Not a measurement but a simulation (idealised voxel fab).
This is a process module. Its name is voxel fin reveal.
The cross-section on display is named cut; it measures 195 nm wide, and its cells are 5 nm squares.
Throughout this document, each cross-section is represented as a grid of square cells and is presented as a sequence of bands enumerated from the top downward, where a band comprises one or more rows of cells.
For a band, the entry starts with two heights in nm, that of the top and then that of the bottom, and carries on with the band's materials in order from left to right, each alongside its width in nm; the word "full width" beside a single material means it fills the band edge to edge, and "air" means empty space.
Height 0 is the level under which the wafer as received is all one material. The lowest band goes on downwards, as in "0 -> down".
The width entry "30 to 40" should be interpreted row by row: the top row of cells in the band takes the first number, the bottom row takes the second number, and the change between adjacent rows is uniform throughout.
It should be understood that the words "no alteration", when stated for a given step, signify that the cross-section underwent no change in any of its cells during that step.
Empty spaces without an open route to the top, at least 8 cells in extent, make up the entry "Unvented voids"; each is given as width x height at distance, where the distance is measured from the left edge, and all are in nm.
On a step's line, text after the settings is the simulator commenting on that step.
On any step carrying a mask, the "overlay nm" setting, if present on the step's line, tells how far right of its planned place the mask lay; negative values point to the left.

-- This section lists the process steps that were planned
1. RECEIVE with material Si
2. CONFORMAL_DEP with material SiN, thk nm 5
3. PATTERN with tone cover, mask id FINS, material resist, width nm 15, pitch nm 35, thk nm 20, overlay nm 0
4. DIRECTIONAL_ETCH with etch materials SiN, depth nm 5
5. DIRECTIONAL_ETCH with etch materials Si, depth nm 40
6. STRIP with etch materials resist
7. FILL_DEP with material SiO2, thk nm 10
8. CMP with height nm 5
9. SELECTIVE_ETCH with etch materials SiO2, depth nm 30
10. STRIP with etch materials SiN
11. CONFORMAL_DEP with material SiO2, thk nm 5

-- Cross-sectional view of the wafer in its as-received condition, corresponding to the state after step 1
  0 -> down: Si full width
  Unvented voids: none

-- Wafer cross-section at module end: first of two, run to plan
  5 -> 0: air 65 nm / SiO2 25 nm / air 10 nm / SiO2 25 nm / air 70 nm
  0 -> -20: air 65 nm / SiO2 5 nm / Si 15 nm / SiO2 5 nm / air 10 nm / SiO2 5 nm / Si 15 nm / SiO2 5 nm / air 70 nm
  -20 -> -40: SiO2 70 nm / Si 15 nm / SiO2 20 nm / Si 15 nm / SiO2 75 nm
  -40 -> down: Si full width
  Unvented voids: none

-- Cross-sectional view: second of two wafers, end of module; start and plan identical to the first, one mistake in running
  5 -> 0: air 60 nm / SiO2 25 nm / air 10 nm / SiO2 25 nm / air 75 nm
  0 -> -20: air 60 nm / SiO2 5 nm / Si 15 nm / SiO2 5 nm / air 10 nm / SiO2 5 nm / Si 15 nm / SiO2 5 nm / air 75 nm
  -20 -> -40: SiO2 65 nm / Si 15 nm / SiO2 20 nm / Si 15 nm / SiO2 80 nm
  -40 -> down: Si full width
  Unvented voids: none
Deviation from plan: not per plan at step 3, really ran PATTERN with tone cover, mask id FINS, material resist, width nm 15, pitch nm 35, thk nm 20, overlay nm -5
Final wafers compared: equal cell tally per material, rearranged layout.
